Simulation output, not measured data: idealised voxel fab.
process module | voxel transistor to metal
cross-section cut | 300 nm wide | cells 5 nm
A cross-section is a grid of square cells, given in bands from the top down. A band is one or more rows of cells.
Each band's line starts with the height of the band's top and of its bottom, in nm. Then come its materials from left to right, each with its width in nm. One material with "throughout" fills the band from edge to edge. "air" is empty space.
Height 0 is the level under which the wafer as received is all one material. The lowest band goes on downwards, as in "0 down".
A width such as "30 to 40" changes by the same amount from each row of cells to the next, from the band's top row to its bottom row.
"no change" after a step means that no cell of the cross-section changed.
closed voids: empty space of 8 cells or more with no open way to the top, each as width x height at its distance from the left edge, in nm
after a step's settings: what the simulator itself notes on the step
overlay nm, on a step with a mask: how far to the right of its planned place the mask lay; to the left if negative
plan
1 op RECEIVE | material Si
2 op OXIDIZE | depth nm 5
3 op CONFORMAL_DEP | material SiN | thk nm 15
4 op DIRECTIONAL_DEP | material aC | thk nm 15
5 op PATTERN | tone cover | mask id ACTIVE | material resist | width nm 95 | pitch nm 125 | thk nm 35 | overlay nm 0
6 op DIRECTIONAL_ETCH | etch materials aC | depth nm 15
7 op STRIP | etch materials resist
8 op DIRECTIONAL_ETCH | etch materials SiN | depth nm 15
9 op DIRECTIONAL_ETCH | etch materials SiO2 | depth nm 5
10 op DIRECTIONAL_ETCH | etch materials Si | depth nm 30
11 op STRIP | etch materials aC
12 op FILL_DEP | material SiO2 | thk nm 15
13 op CMP | height nm 15
14 op SELECTIVE_ETCH | etch materials SiO2 | depth nm 10
15 op STRIP | etch materials SiN
16 op SELECTIVE_ETCH | etch materials SiO2 | depth nm 5
17 op OXIDIZE | depth nm 5
18 op DIRECTIONAL_DEP | material polySi | thk nm 20
19 op DIRECTIONAL_DEP | material SiCN | thk nm 15
20 op MASKED_ETCH | tone cover | mask id GATE | width nm 25 | pitch nm 125 | etch materials SiCN | depth nm 25 | overlay nm 0
21 op MASKED_ETCH | tone cover | mask id GATE | width nm 25 | pitch nm 125 | etch materials polySi | depth nm 30 | overlay nm 0
22 op CONFORMAL_DEP | material SiN | thk nm 10
23 op DIRECTIONAL_ETCH | etch materials SiN | depth nm 10
24 op DIRECTIONAL_ETCH | etch materials SiO2 | depth nm 5
25 op EPI | material nSi | thk nm 5
26 op FILL_DEP | material SiO2 | thk nm 5
27 op CMP | height nm 15
28 op STRIP | etch materials polySi
29 op SELECTIVE_ETCH | etch materials SiO2 | depth nm 5
30 op CONFORMAL_DEP | material HfO2 | thk nm 5
31 op CONFORMAL_DEP | material TiN | thk nm 5
32 op FILL_DEP | material W | thk nm 5
33 op CMP | height nm 10
34 op DIRECTIONAL_DEP | material SiO2 | thk nm 10
35 op PATTERN | tone open | mask id CONTACT | material resist | width nm 15 | thk nm 20 | overlay nm 0
36 op DIRECTIONAL_ETCH | etch materials SiO2 | depth nm 25
37 op STRIP | etch materials resist
38 op CONFORMAL_DEP | material TiN | thk nm 5
39 op FILL_DEP | material Ru | thk nm 10
40 op CMP | height nm 20
41 op CONFORMAL_DEP | material SiCN | thk nm 5
42 op DIRECTIONAL_DEP | material lowk | thk nm 20
43 op DIRECTIONAL_DEP | material aC | thk nm 10
44 op PATTERN | tone open | mask id METAL_1 | material resist | width nm 15 | thk nm 30 | overlay nm 0
45 op DIRECTIONAL_ETCH | etch materials aC | depth nm 10
46 op STRIP | etch materials resist
47 op DIRECTIONAL_ETCH | etch materials lowk | depth nm 20
48 op DIRECTIONAL_ETCH | etch materials SiCN | depth nm 5
49 op STRIP | etch materials aC
50 op CONFORMAL_DEP | material TiN | thk nm 5
51 op FILL_DEP | material Ru | thk nm 10
52 op CMP | height nm 45
53 op CONFORMAL_DEP | material SiCN | thk nm 5
54 op DIRECTIONAL_DEP | material SiO2 | thk nm 30
55 op PATTERN | tone open | mask id METAL_2 | material resist | width nm 15 | pitch nm 125 | thk nm 15 | overlay nm 0
56 op DIRECTIONAL_ETCH | etch materials SiO2 | depth nm 15
57 op STRIP | etch materials resist
58 op PATTERN | tone open | mask id METAL_2_HOLES | material resist | width nm 15 | pitch nm 125 | thk nm 20 | overlay nm 0
59 op DIRECTIONAL_ETCH | etch materials SiO2 | depth nm 15
60 op DIRECTIONAL_ETCH | etch materials SiCN | depth nm 5
61 op STRIP | etch materials resist
62 op CONFORMAL_DEP | material TiN | thk nm 5
63 op FILL_DEP | material Ru | thk nm 10
64 op CMP | height nm 80
65 op CONFORMAL_DEP | material SiN | thk nm 5
as received, after step 1
  0 down: Si throughout
  closed voids: none
first wafer at the end, as planned
  85 to 80: SiN throughout
  80 to 50: SiO2 45 | TiN 5 | Ru 5 | TiN 5 | SiO2 110 | TiN 5 | Ru 5 | TiN 5 | SiO2 115
  50 to 45: SiCN 45 | TiN 15 | SiCN 110 | TiN 15 | SiCN 115
  45 to 25: lowk 45 | TiN 5 | Ru 5 | TiN 5 | lowk 55 | TiN 5 | Ru 5 | TiN 5 | lowk 40 | TiN 5 | Ru 5 | TiN 5 | lowk 55 | TiN 5 | Ru 5 | TiN 5 | lowk 45
  25 to 20: SiCN 45 | TiN 15 | SiCN 55 | TiN 15 | SiCN 40 | TiN 15 | SiCN 55 | TiN 15 | SiCN 45
  20 to 10: SiO2 45 | TiN 5 | Ru 5 | TiN 5 | SiO2 55 | TiN 5 | Ru 5 | TiN 5 | SiO2 40 | TiN 5 | Ru 5 | TiN 5 | SiO2 55 | TiN 5 | Ru 5 | TiN 5 | SiO2 45
  10 to 0: SiO2 45 | TiN 5 | Ru 5 | TiN 5 | SiO2 5 | SiN 10 | HfO2 5 | TiN 5 | W 5 | TiN 5 | HfO2 5 | SiN 10 | SiO2 5 | TiN 5 | Ru 5 | TiN 5 | SiO2 40 | TiN 5 | Ru 5 | TiN 5 | SiO2 5 | SiN 10 | HfO2 5 | TiN 5 | W 5 | TiN 5 | HfO2 5 | SiN 10 | SiO2 5 | TiN 5 | Ru 5 | TiN 5 | SiO2 45
  0 to -5: SiO2 35 | SiN 10 | TiN 15 | SiO2 5 | SiN 10 | HfO2 5 | TiN 15 | HfO2 5 | SiN 10 | SiO2 5 | TiN 15 | SiN 10 | SiO2 20 | SiN 10 | TiN 15 | SiO2 5 | SiN 10 | HfO2 5 | TiN 15 | HfO2 5 | SiN 10 | SiO2 5 | TiN 15 | SiN 10 | SiO2 35
  -5 to -10: SiO2 45 | nSi 20 | SiO2 5 | HfO2 35 | SiO2 5 | nSi 20 | SiO2 40 | nSi 20 | SiO2 5 | HfO2 35 | SiO2 5 | nSi 20 | SiO2 45
  -10 to -35: SiO2 40 | Si 95 | SiO2 30 | Si 95 | SiO2 40
  -35 down: Si throughout
  closed voids: none
second wafer at the end: like start, like plan, one mistake
  85 to 80: SiN throughout
  80 to 50: SiO2 45 | TiN 5 | Ru 5 | TiN 5 | SiO2 110 | TiN 5 | Ru 5 | TiN 5 | SiO2 115
  50 to 45: SiCN 45 | TiN 15 | SiCN 110 | TiN 15 | SiCN 115
  45 to 25: lowk 45 | TiN 5 | Ru 5 | TiN 5 | lowk 55 | TiN 5 | Ru 5 | TiN 5 | lowk 40 | TiN 5 | Ru 5 | TiN 5 | lowk 55 | TiN 5 | Ru 5 | TiN 5 | lowk 45
  25 to 20: SiCN 45 | TiN 15 | SiCN 55 | TiN 15 | SiCN 40 | TiN 15 | SiCN 55 | TiN 15 | SiCN 45
  20 to 10: SiO2 45 | TiN 5 | Ru 5 | TiN 5 | SiO2 55 | TiN 5 | Ru 5 | TiN 5 | SiO2 40 | TiN 5 | Ru 5 | TiN 5 | SiO2 55 | TiN 5 | Ru 5 | TiN 5 | SiO2 45
  10 to 5: SiO2 45 | TiN 5 | Ru 5 | TiN 5 | SiO2 5 | SiN 10 | HfO2 5 | TiN 5 | W 5 | TiN 5 | HfO2 5 | SiN 10 | SiO2 5 | TiN 5 | Ru 5 | TiN 5 | SiO2 40 | TiN 5 | Ru 5 | TiN 5 | SiO2 5 | SiN 10 | HfO2 5 | TiN 5 | W 5 | TiN 5 | HfO2 5 | SiN 10 | SiO2 5 | TiN 5 | Ru 5 | TiN 5 | SiO2 45
  5 to 0: SiO2 45 | TiN 5 | Ru 5 | TiN 5 | SiO2 5 | SiN 10 | HfO2 5 | TiN 15 | HfO2 5 | SiN 10 | SiO2 5 | TiN 5 | Ru 5 | TiN 5 | SiO2 40 | TiN 5 | Ru 5 | TiN 5 | SiO2 5 | SiN 10 | HfO2 5 | TiN 15 | HfO2 5 | SiN 10 | SiO2 5 | TiN 5 | Ru 5 | TiN 5 | SiO2 45
  0 to -5: SiO2 35 | SiN 10 | TiN 15 | SiO2 10 | HfO2 35 | SiO2 10 | TiN 15 | SiN 10 | SiO2 20 | SiN 10 | TiN 15 | SiO2 10 | HfO2 35 | SiO2 10 | TiN 15 | SiN 10 | SiO2 35
  -5 to -10: nSi 35 | SiO2 105 | nSi 20 | SiO2 105 | nSi 35
  -10 to -35: Si 40 | SiO2 95 | Si 30 | SiO2 95 | Si 40
  -35 down: Si throughout
  closed voids: none
what went wrong: step 5 ran as: op PATTERN | tone open | mask id ACTIVE | material resist | width nm 95 | pitch nm 125 | thk nm 35 | overlay nm 0
at the end the second wafer has, in cells: 4 fewer of HfO2 | 80 fewer of Si | 8 fewer of SiN | 96 more of SiO2 | 4 fewer of TiN | 2 fewer of W | 2 more of nSi
